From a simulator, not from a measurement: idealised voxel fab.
This section sets out a process module, namely voxel ribs on slabs.
Square cells of 5 nm make up the cross-section cut, whose width is 260 nm.
Just so we're on the same page, the cross-sections are grids of square cells, and they're listed out in bands top to bottom, each band one or more rows deep. This entry defines a band. It first specifies the height of the band's top and the height of its bottom in nm, and then specifies the band's materials from left to right, stating each material with its width in nm. The word "edge to edge" identifies a single material that fills the band from edge to edge, while the word "air" identifies empty space. Heights are reckoned from 0. Under this level, the received wafer is all of one material. The bottommost band is open-ended downward, for example "0 down". So if you see something like "30->40" for the width, read it as the top row of the band sitting at the first number and the bottom row at the second, with every row in between moving by the same amount as the last. Step marked "no modification"? Then no cell in the cross-section changed in it. The entry "Closed internal voids" lists the empty spaces that cover at least 8 cells and have no open path to the top. Each is written as width x height at distance, where the distance is measured from the left edge and all three values are in nm. Formally, on a step line, whatever follows the settings is a remark that the simulator itself makes on the step. overlay nm: where the mask lay relative to plan, measured to the right, on steps with a mask; negatives go left.
-- The planned process steps are enumerated hereunder
step 1: RECEIVE,material Si
step 2: DIRECTIONAL_DEP,material SiO2,thk nm 25
step 3: DIRECTIONAL_DEP,material SiN,thk nm 20
step 4: MASKED_ETCH,tone cover,mask id RIB,width nm 30,etch materials SiN,depth nm 5,overlay nm 0
step 5: DIRECTIONAL_DEP,material aC,thk nm 10
step 6: PATTERN,tone cover,mask id SLAB,material resist,width nm 80,thk nm 25,overlay nm 0
step 7: DIRECTIONAL_ETCH,etch materials aC,depth nm 10
step 8: STRIP,etch materials resist
step 9: DIRECTIONAL_ETCH,etch materials SiN,depth nm 15
step 10: STRIP,etch materials aC
step 11: FILL_DEP,material SiO2,thk nm 20
step 12: CMP,height nm 55
step 13: DIRECTIONAL_DEP,material W,thk nm 10
step 14: MASKED_ETCH,tone cover,mask id HEATER,width nm 40,etch materials W,depth nm 10,overlay nm 0
step 15: CONFORMAL_DEP,material SiN,thk nm 5
-- Step 1 complete: cross-section of the wafer as received
0 down | Si edge to edge
Closed internal voids: none
-- The module was run from the start shown above using the plan shown above, but one mistake was made doing it; the resulting wafer cross-section is below
70 to 55 | SiN edge to edge
55 to 45 | SiO2 edge to edge
45 to 40 | 115 SiO2 | 30 SiN | 115 SiO2
40 to 25 | 90 SiO2 | 80 SiN | 90 SiO2
25 to 0 | SiO2 edge to edge
0 down | Si edge to edge
Closed internal voids: none
What broke from the plan during processing? not per plan at step 13, really ran DIRECTIONAL_DEP,material SiN,thk nm 10
